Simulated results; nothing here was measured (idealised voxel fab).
process module | voxel transistor to metal
cross-section cut | 165 nm wide | cells 5 nm
A cross-section is a grid of square cells, given in bands from the top down. A band is one or more rows of cells.
Each band's line starts with the height of the band's top and of its bottom, in nm. Then come its materials from left to right, each with its width in nm. One material with "throughout" fills the band from edge to edge. "air" is empty space.
Height 0 is the level under which the wafer as received is all one material. The lowest band goes on downwards, as in "0 down".
A width such as "30 to 40" changes by the same amount from each row of cells to the next, from the band's top row to its bottom row.
"no change" after a step means that no cell of the cross-section changed.
closed voids: empty space of 8 cells or more with no open way to the top, each as width x height at its distance from the left edge, in nm
after a step's settings: what the simulator itself notes on the step
overlay nm, on a step with a mask: how far to the right of its planned place the mask lay; to the left if negative
plan
1 op RECEIVE | material Si
2 op CONFORMAL_DEP | material SiO2 | thk nm 5
3 op CONFORMAL_DEP | material SiN | thk nm 10
4 op PATTERN | tone cover | mask id ACTIVE | material resist | width nm 105 | thk nm 20 | overlay nm 0
5 op DIRECTIONAL_ETCH | etch materials SiN | depth nm 10
6 op DIRECTIONAL_ETCH | etch materials SiO2 | depth nm 5
7 op DIRECTIONAL_ETCH | etch materials Si | depth nm 25
8 op STRIP | etch materials resist
9 op FILL_DEP | material SiO2 | thk nm 10
10 op CMP | height nm 15
11 op SELECTIVE_ETCH | etch materials SiO2 | depth nm 10
12 op STRIP | etch materials SiN
13 op SELECTIVE_ETCH | etch materials SiO2 | depth nm 5
14 op OXIDIZE | depth nm 5
15 op DIRECTIONAL_DEP | material polySi | thk nm 30
16 op DIRECTIONAL_DEP | material SiCN | thk nm 15
17 op PATTERN | tone cover | mask id GATE | material resist | width nm 25 | thk nm 20 | overlay nm 0
18 op DIRECTIONAL_ETCH | etch materials SiCN | depth nm 25
19 op DIRECTIONAL_ETCH | etch materials polySi | depth nm 40
20 op STRIP | etch materials resist
21 op CONFORMAL_DEP | material SiN | thk nm 10
22 op DIRECTIONAL_ETCH | etch materials SiN | depth nm 10
23 op DIRECTIONAL_ETCH | etch materials SiO2 | depth nm 5
24 op DIRECTIONAL_ETCH | etch materials Si | depth nm 15
25 op EPI | material SiGe | thk nm 15
26 op FILL_DEP | material SiO2 | thk nm 10
27 op CMP | height nm 45
28 op DIRECTIONAL_DEP | material SiO2 | thk nm 15
29 op PATTERN | tone open | mask id CONTACT | material resist | width nm 25 | pitch nm 60 | thk nm 20 | overlay nm 0
30 op DIRECTIONAL_ETCH | etch materials SiO2 | depth nm 65
31 op STRIP | etch materials resist
32 op CONFORMAL_DEP | material TiN | thk nm 5
33 op FILL_DEP | material W | thk nm 5
34 op CMP | height nm 60
35 op CONFORMAL_DEP | material SiCN | thk nm 5
36 op DIRECTIONAL_DEP | material SiO2 | thk nm 20
37 op MASKED_ETCH | tone open | mask id METAL_1 | width nm 15 | pitch nm 70 | etch materials SiO2 | depth nm 20 | overlay nm 0
38 op MASKED_ETCH | tone open | mask id METAL_1 | width nm 15 | pitch nm 70 | etch materials SiCN | depth nm 5 | overlay nm 0
39 op CONFORMAL_DEP | material TiN | thk nm 5
40 op FILL_DEP | material Cu | thk nm 5
41 op CMP | height nm 85
42 op CONFORMAL_DEP | material SiN | thk nm 5
as received, after step 1
  0 down: Si throughout
  closed voids: none
a wafer at the end: this start, this plan, one mistake
  90 to 85: SiN throughout
  85 to 65: SiO2 40 | TiN 5 | Cu 5 | TiN 5 | SiO2 55 | TiN 5 | Cu 5 | TiN 5 | SiO2 40
  65 to 60: SiCN 40 | TiN 15 | SiCN 55 | TiN 15 | SiCN 40
  60 to 50: SiO2 50 | TiN 5 | W 15 | TiN 5 | SiO2 35 | TiN 5 | W 15 | TiN 5 | SiO2 30
  50 to 45: SiO2 50 | TiN 25 | SiO2 35 | TiN 5 | W 15 | TiN 5 | SiO2 30
  45 to 30: SiO2 50 | TiN 10 | SiN 10 | SiCN 25 | SiN 10 | SiO2 5 | TiN 5 | W 15 | TiN 5 | SiO2 30
  30 to 15: SiO2 50 | TiN 10 | SiN 10 | polySi 25 | SiN 10 | SiO2 5 | TiN 5 | W 15 | TiN 5 | SiO2 30
  15 to 10: SiO2 50 | TiN 10 | SiN 10 | polySi 25 | SiN 10 | SiO2 5 | TiN 15 | W 5 | TiN 5 | SiO2 30
  10 to 0: SiO2 45 | SiGe 15 | SiN 10 | polySi 25 | SiN 10 | SiGe 15 | TiN 5 | W 5 | TiN 5 | SiO2 30
  0 to -5: SiO2 45 | SiGe 15 | SiO2 45 | SiGe 15 | TiN 15 | SiO2 30
  -5 to -20: SiO2 30 | SiGe 30 | Si 45 | SiGe 30 | SiO2 30
  -20 to -25: SiO2 30 | Si 105 | SiO2 30
  -25 down: Si throughout
  closed voids: none
what went wrong: step 29 ran as: op PATTERN | tone open | mask id CONTACT | material resist | width nm 25 | pitch nm 60 | thk nm 20 | overlay nm 10
